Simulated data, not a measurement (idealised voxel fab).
process module | voxel transistor to metal
cross-section cut | 185 nm wide | cells 5 nm
A cross-section is a grid of square cells, given in bands from the top down. A band is one or more rows of cells.
Each band's line starts with the height of the band's top and of its bottom, in nm. Then come its materials from left to right, each with its width in nm. One material with "throughout" fills the band from edge to edge. "air" is empty space.
Height 0 is the level under which the wafer as received is all one material. The lowest band goes on downwards, as in "0 down".
A width such as "30 to 40" changes by the same amount from each row of cells to the next, from the band's top row to its bottom row.
"no change" after a step means that no cell of the cross-section changed.
closed voids: empty space of 8 cells or more with no open way to the top, each as width x height at its distance from the left edge, in nm
after a step's settings: what the simulator itself notes on the step
overlay nm, on a step with a mask: how far to the right of its planned place the mask lay; to the left if negative
Each pair below shows a cross-section before one step and the cross-section after it, down to the lowest band that changed. The line under each pair gives the step between them, with its settings. The pairs can come from different runs of this module on the same starting wafer, so a pair continues from the pair above only where its "before" says so.
before
  35 to 20: air 75 | SiN 5 | SiCN 20 | SiN 5 | air 80
  20 to -5: air 75 | SiN 5 | polySi 20 | SiN 5 | air 80
  -5 to -10: air 75 | SiO2 30 | air 80
  -10 to -30: SiO2 45 | Si 90 | SiO2 50
  -30 down: Si throughout
  closed voids: none
after
  35 to 20: air 75 | SiN 5 | SiCN 20 | SiN 5 | air 80
  20 to 5: air 75 | SiN 5 | polySi 20 | SiN 5 | air 80
  5 to -5: air 30 | nSi 45 | SiN 5 | polySi 20 | SiN 5 | nSi 45 | air 35
  -5 to -10: air 30 | nSi 45 | SiO2 30 | nSi 45 | air 35
  below -10: unchanged
  closed voids: none
the step between: op EPI | material nSi | thk nm 15
before: the cross-section after the pair above
after
  35 to 20: air 75 | SiN 5 | SiCN 20 | SiN 5 | air 80
  20 to -5: air 75 | SiN 5 | polySi 20 | SiN 5 | air 80
  below -5: unchanged
  closed voids: none
the step between: op DIRECTIONAL_ETCH | etch materials Si | depth nm 10
before: the cross-section after the pair above
after
  45 to 35: SiO2 throughout
  35 to 20: SiO2 75 | SiN 5 | SiCN 20 | SiN 5 | SiO2 80
  20 to -5: SiO2 75 | SiN 5 | polySi 20 | SiN 5 | SiO2 80
  -5 to -10: SiO2 30 | nSi 45 | SiO2 30 | nSi 45 | SiO2 35
  below -10: unchanged
  closed voids: none
the step between: op FILL_DEP | material SiO2 | thk nm 10
before: the cross-section after the pair above
after
  35 to 20: SiO2 75 | SiN 5 | SiCN 20 | SiN 5 | SiO2 80
  below 20: unchanged
  closed voids: none
the step between: op CMP | height nm 35
before: the cross-section after the pair above
after
  50 to 35: SiO2 throughout
  below 35: unchanged
  closed voids: none
the step between: op DIRECTIONAL_DEP | material SiO2 | thk nm 15
before: the cross-section after the pair above
after
  60 to 50: aC throughout
  below 50: unchanged
  closed voids: none
the step between: op DIRECTIONAL_DEP | material aC | thk nm 10
before: the cross-section after the pair above
after
  85 to 60: resist 45 | air 15 | resist 60 | air 15 | resist 50
  below 60: unchanged
  closed voids: none
the step between: op PATTERN | tone open | mask id CONTACT | material resist | width nm 15 | pitch nm 75 | thk nm 25 | overlay nm 0
before: the cross-section after the pair above
after
  75 to 60: resist 45 | air 15 | resist 60 | air 15 | resist 50
  60 to 50: aC 45 | air 15 | aC 60 | air 15 | aC 50
  below 50: unchanged
  closed voids: none
the step between: op DIRECTIONAL_ETCH | etch materials aC | depth nm 10
before: the cross-section after the pair above
after
  60 to 50: aC 45 | air 15 | aC 60 | air 15 | aC 50
  below 50: unchanged
  closed voids: none
the step between: op STRIP | etch materials resist
before: the cross-section after the pair above
after
  60 to 50: aC 45 | air 15 | aC 60 | air 15 | aC 50
  50 to 35: SiO2 45 | air 15 | SiO2 60 | air 15 | SiO2 50
  35 to 20: SiO2 45 | air 15 | SiO2 15 | SiN 5 | SiCN 20 | SiN 5 | SiO2 15 | air 15 | SiO2 50
  20 to -5: SiO2 45 | air 15 | SiO2 15 | SiN 5 | polySi 20 | SiN 5 | SiO2 15 | air 15 | SiO2 50
  below -5: unchanged
  closed voids: none
the step between: op DIRECTIONAL_ETCH | etch materials SiO2 | depth nm 55
before: the cross-section after the pair above
after
  50 to 35: SiO2 45 | air 15 | SiO2 60 | air 15 | SiO2 50
  below 35: unchanged
  closed voids: none
the step between: op STRIP | etch materials aC
before: the cross-section after the pair above
after
  55 to 50: TiN 50 | air 5 | TiN 70 | air 5 | TiN 55
  50 to 35: SiO2 45 | TiN 5 | air 5 | TiN 5 | SiO2 60 | TiN 5 | air 5 | TiN 5 | SiO2 50
  35 to 20: SiO2 45 | TiN 5 | air 5 | TiN 5 | SiO2 15 | SiN 5 | SiCN 20 | SiN 5 | SiO2 15 | TiN 5 | air 5 | TiN 5 | SiO2 50
  20 to 0: SiO2 45 | TiN 5 | air 5 | TiN 5 | SiO2 15 | SiN 5 | polySi 20 | SiN 5 | SiO2 15 | TiN 5 | air 5 | TiN 5 | SiO2 50
  0 to -5: SiO2 45 | TiN 15 | SiO2 15 | SiN 5 | polySi 20 | SiN 5 | SiO2 15 | TiN 15 | SiO2 50
  below -5: unchanged
  closed voids: none
the step between: op CONFORMAL_DEP | material TiN | thk nm 5
before: the cross-section after the pair above
after
  65 to 55: W throughout
  55 to 50: TiN 50 | W 5 | TiN 70 | W 5 | TiN 55
  50 to 35: SiO2 45 | TiN 5 | W 5 | TiN 5 | SiO2 60 | TiN 5 | W 5 | TiN 5 | SiO2 50
  35 to 20: SiO2 45 | TiN 5 | W 5 | TiN 5 | SiO2 15 | SiN 5 | SiCN 20 | SiN 5 | SiO2 15 | TiN 5 | W 5 | TiN 5 | SiO2 50
  20 to 0: SiO2 45 | TiN 5 | W 5 | TiN 5 | SiO2 15 | SiN 5 | polySi 20 | SiN 5 | SiO2 15 | TiN 5 | W 5 | TiN 5 | SiO2 50
  below 0: unchanged
  closed voids: none
the step between: op FILL_DEP | material W | thk nm 10
before: the cross-section after the pair above
after
  50 to 35: SiO2 45 | TiN 5 | W 5 | TiN 5 | SiO2 60 | TiN 5 | W 5 | TiN 5 | SiO2 50
  below 35: unchanged
  closed voids: none
the step between: op CMP | height nm 50
before: the cross-section after the pair above
after
  55 to 50: SiCN throughout
  below 50: unchanged
  closed voids: none
the step between: op CONFORMAL_DEP | material SiCN | thk nm 5
before: the cross-section after the pair above
after
  80 to 55: lowk throughout
  below 55: unchanged
  closed voids: none
the step between: op DIRECTIONAL_DEP | material lowk | thk nm 25
before: the cross-section after the pair above
after
  100 to 80: resist 45 | air 15 | resist 60 | air 15 | resist 50
  below 80: unchanged
  closed voids: none
the step between: op PATTERN | tone open | mask id METAL_1 | material resist | width nm 15 | pitch nm 75 | thk nm 20 | overlay nm 0
before: the cross-section after the pair above
after
  100 to 80: resist 45 | air 15 | resist 60 | air 15 | resist 50
  80 to 55: lowk 45 | air 15 | lowk 60 | air 15 | lowk 50
  below 55: unchanged
  closed voids: none
the step between: op DIRECTIONAL_ETCH | etch materials lowk | depth nm 25
before: the cross-section after the pair above
after
  100 to 80: resist 45 | air 15 | resist 60 | air 15 | resist 50
  80 to 55: lowk 45 | air 15 | lowk 60 | air 15 | lowk 50
  55 to 50: SiCN 45 | air 15 | SiCN 60 | air 15 | SiCN 50
  below 50: unchanged
  closed voids: none
the step between: op DIRECTIONAL_ETCH | etch materials SiCN | depth nm 5
before: the cross-section after the pair above
after
  80 to 55: lowk 45 | air 15 | lowk 60 | air 15 | lowk 50
  below 55: unchanged
  closed voids: none
the step between: op STRIP | etch materials resist
before: the cross-section after the pair above
after
  85 to 80: TiN 50 | air 5 | TiN 70 | air 5 | TiN 55
  80 to 55: lowk 45 | TiN 5 | air 5 | TiN 5 | lowk 60 | TiN 5 | air 5 | TiN 5 | lowk 50
  55 to 50: SiCN 45 | TiN 15 | SiCN 60 | TiN 15 | SiCN 50
  below 50: unchanged
  closed voids: none
the step between: op CONFORMAL_DEP | material TiN | thk nm 5
before: the cross-section after the pair above
after
  90 to 85: Ru throughout
  85 to 80: TiN 50 | Ru 5 | TiN 70 | Ru 5 | TiN 55
  80 to 55: lowk 45 | TiN 5 | Ru 5 | TiN 5 | lowk 60 | TiN 5 | Ru 5 | TiN 5 | lowk 50
  below 55: unchanged
  closed voids: none
the step between: op FILL_DEP | material Ru | thk nm 5
before: the cross-section after the pair above
after
  80 to 55: lowk 45 | TiN 5 | Ru 5 | TiN 5 | lowk 60 | TiN 5 | Ru 5 | TiN 5 | lowk 50
  below 55: unchanged
  closed voids: none
the step between: op CMP | height nm 80
before: the cross-section after the pair above
after
  85 to 80: SiN throughout
  below 80: unchanged
  closed voids: none
the step between: op CONFORMAL_DEP | material SiN | thk nm 5
before
  90 to 85: Ru throughout
  85 to 80: TiN 50 | Ru 5 | TiN 70 | Ru 5 | TiN 55
  80 to 55: lowk 45 | TiN 5 | Ru 5 | TiN 5 | lowk 60 | TiN 5 | Ru 5 | TiN 5 | lowk 50
  55 to 50: SiCN 45 | TiN 15 | SiCN 60 | TiN 15 | SiCN 50
  50 to 35: SiO2 45 | TiN 5 | W 5 | TiN 5 | SiO2 60 | TiN 5 | W 5 | TiN 5 | SiO2 50
  35 to 20: SiO2 45 | TiN 5 | W 5 | TiN 5 | SiO2 15 | SiN 5 | SiCN 20 | SiN 5 | SiO2 15 | TiN 5 | W 5 | TiN 5 | SiO2 50
  20 to 5: SiO2 45 | TiN 5 | W 5 | TiN 5 | SiO2 15 | SiN 5 | polySi 20 | SiN 5 | SiO2 15 | TiN 5 | W 5 | TiN 5 | SiO2 50
  5 to 0: SiO2 45 | TiN 5 | W 5 | TiN 5 | nSi 15 | SiN 5 | polySi 20 | SiN 5 | nSi 15 | TiN 5 | W 5 | TiN 5 | SiO2 50
  0 to -5: SiO2 45 | TiN 15 | nSi 15 | SiN 5 | polySi 20 | SiN 5 | nSi 15 | TiN 15 | SiO2 50
  -5 to -10: SiO2 40 | nSi 35 | SiO2 30 | nSi 35 | SiO2 45
  -10 to -20: SiO2 45 | nSi 30 | Si 30 | nSi 30 | SiO2 50
  -20 to -30: SiO2 45 | Si 90 | SiO2 50
  -30 down: Si throughout
  closed voids: none
after
  75 to 55: lowk 45 | TiN 5 | Ru 5 | TiN 5 | lowk 60 | TiN 5 | Ru 5 | TiN 5 | lowk 50
  below 55: unchanged
  closed voids: none
the step between: op CMP | height nm 75
before: the cross-section after the pair above
after
  80 to 75: SiN throughout
  below 75: unchanged
  closed voids: none
the step between: op CONFORMAL_DEP | material SiN | thk nm 5
before
  35 to 20: SiCN throughout
  20 to -5: polySi throughout
  -5 to -10: SiO2 throughout
  -10 to -30: SiO2 45 | Si 90 | SiO2 50
  -30 down: Si throughout
  closed voids: none
after
  55 to 35: air 85 | resist 15 | air 85
  below 35: unchanged
  closed voids: none
the step between: op PATTERN | tone cover | mask id GATE | material resist | width nm 15 | thk nm 20 | overlay nm 0
before: the cross-section after the pair above
after
  55 to 35: air 85 | resist 15 | air 85
  35 to 20: air 85 | SiCN 15 | air 85
  below 20: unchanged
  closed voids: none
the step between: op DIRECTIONAL_ETCH | etch materials SiCN | depth nm 25
before: the cross-section after the pair above
after
  55 to 35: air 85 | resist 15 | air 85
  35 to 20: air 85 | SiCN 15 | air 85
  20 to -5: air 85 | polySi 15 | air 85
  below -5: unchanged
  closed voids: none
the step between: op DIRECTIONAL_ETCH | etch materials polySi | depth nm 35
before: the cross-section after the pair above
after
  35 to 20: air 85 | SiCN 15 | air 85
  below 20: unchanged
  closed voids: none
the step between: op STRIP | etch materials resist
before: the cross-section after the pair above
after
  40 to 35: air 80 | SiN 25 | air 80
  35 to 20: air 80 | SiN 5 | SiCN 15 | SiN 5 | air 80
  20 to 0: air 80 | SiN 5 | polySi 15 | SiN 5 | air 80
  0 to -5: SiN 85 | polySi 15 | SiN 85
  below -5: unchanged
  closed voids: none
the step between: op CONFORMAL_DEP | material SiN | thk nm 5
before: the cross-section after the pair above
after
  35 to 20: air 80 | SiN 5 | SiCN 15 | SiN 5 | air 80
  20 to -5: air 80 | SiN 5 | polySi 15 | SiN 5 | air 80
  below -5: unchanged
  closed voids: none
the step between: op DIRECTIONAL_ETCH | etch materials SiN | depth nm 5
before: the cross-section after the pair above
after
  35 to 20: air 80 | SiN 5 | SiCN 15 | SiN 5 | air 80
  20 to -5: air 80 | SiN 5 | polySi 15 | SiN 5 | air 80
  -5 to -10: air 80 | SiO2 25 | air 80
  below -10: unchanged
  closed voids: none
the step between: op DIRECTIONAL_ETCH | etch materials SiO2 | depth nm 5
before: the cross-section after the pair above
after
  35 to 20: air 80 | SiN 5 | SiCN 15 | SiN 5 | air 80
  20 to -5: air 80 | SiN 5 | polySi 15 | SiN 5 | air 80
  -5 to -10: air 80 | SiO2 25 | air 80
  -10 to -20: SiO2 45 | air 35 | Si 25 | air 30 | SiO2 50
  below -20: unchanged
  closed voids: none
the step between: op DIRECTIONAL_ETCH | etch materials Si | depth nm 10
before: the cross-section after the pair above
after
  35 to 20: air 80 | SiN 5 | SiCN 15 | SiN 5 | air 80
  20 to 5: air 80 | SiN 5 | polySi 15 | SiN 5 | air 80
  5 to -5: air 65 | nSi 15 | SiN 5 | polySi 15 | SiN 5 | nSi 15 | air 65
  -5 to -10: air 40 | nSi 40 | SiO2 25 | nSi 35 | air 45
  -10 to -20: SiO2 45 | nSi 35 | Si 25 | nSi 30 | SiO2 50
  below -20: unchanged
  closed voids: none
the step between: op EPI | material nSi | thk nm 15
before: the cross-section after the pair above
after
  45 to 35: SiO2 throughout
  35 to 20: SiO2 80 | SiN 5 | SiCN 15 | SiN 5 | SiO2 80
  20 to 5: SiO2 80 | SiN 5 | polySi 15 | SiN 5 | SiO2 80
  5 to -5: SiO2 65 | nSi 15 | SiN 5 | polySi 15 | SiN 5 | nSi 15 | SiO2 65
  -5 to -10: SiO2 40 | nSi 40 | SiO2 25 | nSi 35 | SiO2 45
  below -10: unchanged
  closed voids: none
the step between: op FILL_DEP | material SiO2 | thk nm 10
before: the cross-section after the pair above
after
  35 to 20: SiO2 80 | SiN 5 | SiCN 15 | SiN 5 | SiO2 80
  below 20: unchanged
  closed voids: none
the step between: op CMP | height nm 35
before: the cross-section after the pair above
after
  50 to 35: SiO2 throughout
  below 35: unchanged
  closed voids: none
the step between: op DIRECTIONAL_DEP | material SiO2 | thk nm 15
before: the cross-section after the pair above
after
  60 to 50: aC throughout
  below 50: unchanged
  closed voids: none
the step between: op DIRECTIONAL_DEP | material aC | thk nm 10
before: the cross-section after the pair above
after
  85 to 60: resist 45 | air 15 | resist 60 | air 15 | resist 50
  below 60: unchanged
  closed voids: none
the step between: op PATTERN | tone open | mask id CONTACT | material resist | width nm 15 | pitch nm 75 | thk nm 25 | overlay nm 0
before: the cross-section after the pair above
after
  75 to 60: resist 45 | air 15 | resist 60 | air 15 | resist 50
  60 to 50: aC 45 | air 15 | aC 60 | air 15 | aC 50
  below 50: unchanged
  closed voids: none
the step between: op DIRECTIONAL_ETCH | etch materials aC | depth nm 10
before: the cross-section after the pair above
after
  60 to 50: aC 45 | air 15 | aC 60 | air 15 | aC 50
  below 50: unchanged
  closed voids: none
the step between: op STRIP | etch materials resist
before: the cross-section after the pair above
after
  60 to 50: aC 45 | air 15 | aC 60 | air 15 | aC 50
  50 to 35: SiO2 45 | air 15 | SiO2 60 | air 15 | SiO2 50
  35 to 20: SiO2 45 | air 15 | SiO2 20 | SiN 5 | SiCN 15 | SiN 5 | SiO2 15 | air 15 | SiO2 50
  20 to 5: SiO2 45 | air 15 | SiO2 20 | SiN 5 | polySi 15 | SiN 5 | SiO2 15 | air 15 | SiO2 50
  5 to -5: SiO2 45 | air 15 | SiO2 5 | nSi 15 | SiN 5 | polySi 15 | SiN 5 | nSi 15 | air 15 | SiO2 50
  below -5: unchanged
  closed voids: none
the step between: op DIRECTIONAL_ETCH | etch materials SiO2 | depth nm 55
before: the cross-section after the pair above
after
  50 to 35: SiO2 45 | air 15 | SiO2 60 | air 15 | SiO2 50
  below 35: unchanged
  closed voids: none
the step between: op STRIP | etch materials aC
before: the cross-section after the pair above
after
  55 to 50: TiN 50 | air 5 | TiN 70 | air 5 | TiN 55
  50 to 35: SiO2 45 | TiN 5 | air 5 | TiN 5 | SiO2 60 | TiN 5 | air 5 | TiN 5 | SiO2 50
  35 to 20: SiO2 45 | TiN 5 | air 5 | TiN 5 | SiO2 20 | SiN 5 | SiCN 15 | SiN 5 | SiO2 15 | TiN 5 | air 5 | TiN 5 | SiO2 50
  20 to 5: SiO2 45 | TiN 5 | air 5 | TiN 5 | SiO2 20 | SiN 5 | polySi 15 | SiN 5 | SiO2 15 | TiN 5 | air 5 | TiN 5 | SiO2 50
  5 to 0: SiO2 45 | TiN 5 | air 5 | TiN 5 | SiO2 5 | nSi 15 | SiN 5 | polySi 15 | SiN 5 | nSi 15 | TiN 5 | air 5 | TiN 5 | SiO2 50
  0 to -5: SiO2 45 | TiN 15 | SiO2 5 | nSi 15 | SiN 5 | polySi 15 | SiN 5 | nSi 15 | TiN 15 | SiO2 50
  below -5: unchanged
  closed voids: none
the step between: op CONFORMAL_DEP | material TiN | thk nm 5
before: the cross-section after the pair above
after
  65 to 55: W throughout
  55 to 50: TiN 50 | W 5 | TiN 70 | W 5 | TiN 55
  50 to 35: SiO2 45 | TiN 5 | W 5 | TiN 5 | SiO2 60 | TiN 5 | W 5 | TiN 5 | SiO2 50
  35 to 20: SiO2 45 | TiN 5 | W 5 | TiN 5 | SiO2 20 | SiN 5 | SiCN 15 | SiN 5 | SiO2 15 | TiN 5 | W 5 | TiN 5 | SiO2 50
  20 to 5: SiO2 45 | TiN 5 | W 5 | TiN 5 | SiO2 20 | SiN 5 | polySi 15 | SiN 5 | SiO2 15 | TiN 5 | W 5 | TiN 5 | SiO2 50
  5 to 0: SiO2 45 | TiN 5 | W 5 | TiN 5 | SiO2 5 | nSi 15 | SiN 5 | polySi 15 | SiN 5 | nSi 15 | TiN 5 | W 5 | TiN 5 | SiO2 50
  below 0: unchanged
  closed voids: none
the step between: op FILL_DEP | material W | thk nm 10
before: the cross-section after the pair above
after
  50 to 35: SiO2 45 | TiN 5 | W 5 | TiN 5 | SiO2 60 | TiN 5 | W 5 | TiN 5 | SiO2 50
  below 35: unchanged
  closed voids: none
the step between: op CMP | height nm 50
before: the cross-section after the pair above
after
  55 to 50: SiCN throughout
  below 50: unchanged
  closed voids: none
the step between: op CONFORMAL_DEP | material SiCN | thk nm 5
before: the cross-section after the pair above
after
  80 to 55: lowk throughout
  below 55: unchanged
  closed voids: none
the step between: op DIRECTIONAL_DEP | material lowk | thk nm 25
before: the cross-section after the pair above
after
  100 to 80: resist 45 | air 15 | resist 60 | air 15 | resist 50
  below 80: unchanged
  closed voids: none
the step between: op PATTERN | tone open | mask id METAL_1 | material resist | width nm 15 | pitch nm 75 | thk nm 20 | overlay nm 0
before: the cross-section after the pair above
after
  100 to 80: resist 45 | air 15 | resist 60 | air 15 | resist 50
  80 to 55: lowk 45 | air 15 | lowk 60 | air 15 | lowk 50
  below 55: unchanged
  closed voids: none
the step between: op DIRECTIONAL_ETCH | etch materials lowk | depth nm 25
before: the cross-section after the pair above
after
  100 to 80: resist 45 | air 15 | resist 60 | air 15 | resist 50
  80 to 55: lowk 45 | air 15 | lowk 60 | air 15 | lowk 50
  55 to 50: SiCN 45 | air 15 | SiCN 60 | air 15 | SiCN 50
  below 50: unchanged
  closed voids: none
the step between: op DIRECTIONAL_ETCH | etch materials SiCN | depth nm 5
before: the cross-section after the pair above
after
  80 to 55: lowk 45 | air 15 | lowk 60 | air 15 | lowk 50
  below 55: unchanged
  closed voids: none
the step between: op STRIP | etch materials resist
before: the cross-section after the pair above
after
  85 to 80: TiN 50 | air 5 | TiN 70 | air 5 | TiN 55
  80 to 55: lowk 45 | TiN 5 | air 5 | TiN 5 | lowk 60 | TiN 5 | air 5 | TiN 5 | lowk 50
  55 to 50: SiCN 45 | TiN 15 | SiCN 60 | TiN 15 | SiCN 50
  below 50: unchanged
  closed voids: none
the step between: op CONFORMAL_DEP | material TiN | thk nm 5
before: the cross-section after the pair above
after
  90 to 85: Ru throughout
  85 to 80: TiN 50 | Ru 5 | TiN 70 | Ru 5 | TiN 55
  80 to 55: lowk 45 | TiN 5 | Ru 5 | TiN 5 | lowk 60 | TiN 5 | Ru 5 | TiN 5 | lowk 50
  below 55: unchanged
  closed voids: none
the step between: op FILL_DEP | material Ru | thk nm 5
before: the cross-section after the pair above
after
  80 to 55: lowk 45 | TiN 5 | Ru 5 | TiN 5 | lowk 60 | TiN 5 | Ru 5 | TiN 5 | lowk 50
  below 55: unchanged
  closed voids: none
the step between: op CMP | height nm 80
before: the cross-section after the pair above
after
  85 to 80: SiN throughout
  below 80: unchanged
  closed voids: none
the step between: op CONFORMAL_DEP | material SiN | thk nm 5
before
  35 to 20: SiCN throughout
  20 to -5: polySi throughout
  -5 to -10: SiO2 throughout
  -10 to -30: SiO2 45 | Si 90 | SiO2 50
  -30 down: Si throughout
  closed voids: none
after
  55 to 35: air 75 | resist 20 | air 90
  below 35: unchanged
  closed voids: none
the step between: op PATTERN | tone cover | mask id GATE | material resist | width nm 20 | thk nm 20 | overlay nm -5
before: the cross-section after the pair above
after
  55 to 35: air 75 | resist 20 | air 90
  35 to 20: air 75 | SiCN 20 | air 90
  below 20: unchanged
  closed voids: none
the step between: op DIRECTIONAL_ETCH | etch materials SiCN | depth nm 25
before: the cross-section after the pair above
after
  55 to 35: air 75 | resist 20 | air 90
  35 to 20: air 75 | SiCN 20 | air 90
  20 to -5: air 75 | polySi 20 | air 90
  below -5: unchanged
  closed voids: none
the step between: op DIRECTIONAL_ETCH | etch materials polySi | depth nm 35
before: the cross-section after the pair above
after
  35 to 20: air 75 | SiCN 20 | air 90
  below 20: unchanged
  closed voids: none
the step between: op STRIP | etch materials resist
before: the cross-section after the pair above
after
  40 to 35: air 70 | SiN 30 | air 85
  35 to 20: air 70 | SiN 5 | SiCN 20 | SiN 5 | air 85
  20 to 0: air 70 | SiN 5 | polySi 20 | SiN 5 | air 85
  0 to -5: SiN 75 | polySi 20 | SiN 90
  below -5: unchanged
  closed voids: none
the step between: op CONFORMAL_DEP | material SiN | thk nm 5
before: the cross-section after the pair above
after
  35 to 20: air 70 | SiN 5 | SiCN 20 | SiN 5 | air 85
  20 to -5: air 70 | SiN 5 | polySi 20 | SiN 5 | air 85
  below -5: unchanged
  closed voids: none
the step between: op DIRECTIONAL_ETCH | etch materials SiN | depth nm 5
before: the cross-section after the pair above
after
  35 to 20: air 70 | SiN 5 | SiCN 20 | SiN 5 | air 85
  20 to -5: air 70 | SiN 5 | polySi 20 | SiN 5 | air 85
  -5 to -10: air 70 | SiO2 30 | air 85
  below -10: unchanged
  closed voids: none
the step between: op DIRECTIONAL_ETCH | etch materials SiO2 | depth nm 5
before: the cross-section after the pair above
after
  35 to 20: air 70 | SiN 5 | SiCN 20 | SiN 5 | air 85
  20 to -5: air 70 | SiN 5 | polySi 20 | SiN 5 | air 85
  -5 to -10: air 70 | SiO2 30 | air 85
  -10 to -20: SiO2 45 | air 25 | Si 30 | air 35 | SiO2 50
  below -20: unchanged
  closed voids: none
the step between: op DIRECTIONAL_ETCH | etch materials Si | depth nm 10
before: the cross-section after the pair above
after
  35 to 20: air 70 | SiN 5 | SiCN 20 | SiN 5 | air 85
  20 to 5: air 70 | SiN 5 | polySi 20 | SiN 5 | air 85
  5 to -5: air 55 | nSi 15 | SiN 5 | polySi 20 | SiN 5 | nSi 15 | air 70
  -5 to -10: air 40 | nSi 30 | SiO2 30 | nSi 40 | air 45
  -10 to -20: SiO2 45 | nSi 25 | Si 30 | nSi 35 | SiO2 50
  below -20: unchanged
  closed voids: none
the step between: op EPI | material nSi | thk nm 15
before: the cross-section after the pair above
after
  45 to 35: SiO2 throughout
  35 to 20: SiO2 70 | SiN 5 | SiCN 20 | SiN 5 | SiO2 85
  20 to 5: SiO2 70 | SiN 5 | polySi 20 | SiN 5 | SiO2 85
  5 to -5: SiO2 55 | nSi 15 | SiN 5 | polySi 20 | SiN 5 | nSi 15 | SiO2 70
  -5 to -10: SiO2 40 | nSi 30 | SiO2 30 | nSi 40 | SiO2 45
  below -10: unchanged
  closed voids: none
the step between: op FILL_DEP | material SiO2 | thk nm 10
before: the cross-section after the pair above
after
  35 to 20: SiO2 70 | SiN 5 | SiCN 20 | SiN 5 | SiO2 85
  below 20: unchanged
  closed voids: none
the step between: op CMP | height nm 35
before: the cross-section after the pair above
after
  50 to 35: SiO2 throughout
  below 35: unchanged
  closed voids: none
the step between: op DIRECTIONAL_DEP | material SiO2 | thk nm 15
before: the cross-section after the pair above
after
  60 to 50: aC throughout
  below 50: unchanged
  closed voids: none
the step between: op DIRECTIONAL_DEP | material aC | thk nm 10
before: the cross-section after the pair above
after
  85 to 60: resist 45 | air 15 | resist 60 | air 15 | resist 50
  below 60: unchanged
  closed voids: none
the step between: op PATTERN | tone open | mask id CONTACT | material resist | width nm 15 | pitch nm 75 | thk nm 25 | overlay nm 0
before: the cross-section after the pair above
after
  75 to 60: resist 45 | air 15 | resist 60 | air 15 | resist 50
  60 to 50: aC 45 | air 15 | aC 60 | air 15 | aC 50
  below 50: unchanged
  closed voids: none
the step between: op DIRECTIONAL_ETCH | etch materials aC | depth nm 10
before: the cross-section after the pair above
after
  60 to 50: aC 45 | air 15 | aC 60 | air 15 | aC 50
  below 50: unchanged
  closed voids: none
the step between: op STRIP | etch materials resist
before: the cross-section after the pair above
after
  60 to 50: aC 45 | air 15 | aC 60 | air 15 | aC 50
  50 to 35: SiO2 45 | air 15 | SiO2 60 | air 15 | SiO2 50
  35 to 20: SiO2 45 | air 15 | SiO2 10 | SiN 5 | SiCN 20 | SiN 5 | SiO2 20 | air 15 | SiO2 50
  20 to 5: SiO2 45 | air 15 | SiO2 10 | SiN 5 | polySi 20 | SiN 5 | SiO2 20 | air 15 | SiO2 50
  5 to -5: SiO2 45 | air 10 | nSi 15 | SiN 5 | polySi 20 | SiN 5 | nSi 15 | SiO2 5 | air 15 | SiO2 50
  below -5: unchanged
  closed voids: none
the step between: op DIRECTIONAL_ETCH | etch materials SiO2 | depth nm 55
before: the cross-section after the pair above
after
  50 to 35: SiO2 45 | air 15 | SiO2 60 | air 15 | SiO2 50
  below 35: unchanged
  closed voids: none
the step between: op STRIP | etch materials aC
before: the cross-section after the pair above
after
  55 to 50: TiN 50 | air 5 | TiN 70 | air 5 | TiN 55
  50 to 35: SiO2 45 | TiN 5 | air 5 | TiN 5 | SiO2 60 | TiN 5 | air 5 | TiN 5 | SiO2 50
  35 to 20: SiO2 45 | TiN 5 | air 5 | TiN 5 | SiO2 10 | SiN 5 | SiCN 20 | SiN 5 | SiO2 20 | TiN 5 | air 5 | TiN 5 | SiO2 50
  20 to 10: SiO2 45 | TiN 5 | air 5 | TiN 5 | SiO2 10 | SiN 5 | polySi 20 | SiN 5 | SiO2 20 | TiN 5 | air 5 | TiN 5 | SiO2 50
  10 to 5: SiO2 45 | TiN 15 | SiO2 10 | SiN 5 | polySi 20 | SiN 5 | SiO2 20 | TiN 5 | air 5 | TiN 5 | SiO2 50
  5 to 0: SiO2 45 | TiN 10 | nSi 15 | SiN 5 | polySi 20 | SiN 5 | nSi 15 | SiO2 5 | TiN 5 | air 5 | TiN 5 | SiO2 50
  0 to -5: SiO2 45 | TiN 10 | nSi 15 | SiN 5 | polySi 20 | SiN 5 | nSi 15 | SiO2 5 | TiN 15 | SiO2 50
  below -5: unchanged
  closed voids: none
the step between: op CONFORMAL_DEP | material TiN | thk nm 5
before: the cross-section after the pair above
after
  65 to 55: W throughout
  55 to 50: TiN 50 | W 5 | TiN 70 | W 5 | TiN 55
  50 to 35: SiO2 45 | TiN 5 | W 5 | TiN 5 | SiO2 60 | TiN 5 | W 5 | TiN 5 | SiO2 50
  35 to 20: SiO2 45 | TiN 5 | W 5 | TiN 5 | SiO2 10 | SiN 5 | SiCN 20 | SiN 5 | SiO2 20 | TiN 5 | W 5 | TiN 5 | SiO2 50
  20 to 10: SiO2 45 | TiN 5 | W 5 | TiN 5 | SiO2 10 | SiN 5 | polySi 20 | SiN 5 | SiO2 20 | TiN 5 | W 5 | TiN 5 | SiO2 50
  10 to 5: SiO2 45 | TiN 15 | SiO2 10 | SiN 5 | polySi 20 | SiN 5 | SiO2 20 | TiN 5 | W 5 | TiN 5 | SiO2 50
  5 to 0: SiO2 45 | TiN 10 | nSi 15 | SiN 5 | polySi 20 | SiN 5 | nSi 15 | SiO2 5 | TiN 5 | W 5 | TiN 5 | SiO2 50
  below 0: unchanged
  closed voids: none
the step between: op FILL_DEP | material W | thk nm 10
before: the cross-section after the pair above
after
  50 to 35: SiO2 45 | TiN 5 | W 5 | TiN 5 | SiO2 60 | TiN 5 | W 5 | TiN 5 | SiO2 50
  below 35: unchanged
  closed voids: none
the step between: op CMP | height nm 50
before: the cross-section after the pair above
after
  55 to 50: SiCN throughout
  below 50: unchanged
  closed voids: none
the step between: op CONFORMAL_DEP | material SiCN | thk nm 5
before: the cross-section after the pair above
after
  80 to 55: lowk throughout
  below 55: unchanged
  closed voids: none
the step between: op DIRECTIONAL_DEP | material lowk | thk nm 25
before: the cross-section after the pair above
after
  100 to 80: resist 45 | air 15 | resist 60 | air 15 | resist 50
  below 80: unchanged
  closed voids: none
the step between: op PATTERN | tone open | mask id METAL_1 | material resist | width nm 15 | pitch nm 75 | thk nm 20 | overlay nm 0
before: the cross-section after the pair above
after
  100 to 80: resist 45 | air 15 | resist 60 | air 15 | resist 50
  80 to 55: lowk 45 | air 15 | lowk 60 | air 15 | lowk 50
  below 55: unchanged
  closed voids: none
the step between: op DIRECTIONAL_ETCH | etch materials lowk | depth nm 25
before: the cross-section after the pair above
after
  100 to 80: resist 45 | air 15 | resist 60 | air 15 | resist 50
  80 to 55: lowk 45 | air 15 | lowk 60 | air 15 | lowk 50
  55 to 50: SiCN 45 | air 15 | SiCN 60 | air 15 | SiCN 50
  below 50: unchanged
  closed voids: none
the step between: op DIRECTIONAL_ETCH | etch materials SiCN | depth nm 5
before: the cross-section after the pair above
after
  80 to 55: lowk 45 | air 15 | lowk 60 | air 15 | lowk 50
  below 55: unchanged
  closed voids: none
the step between: op STRIP | etch materials resist
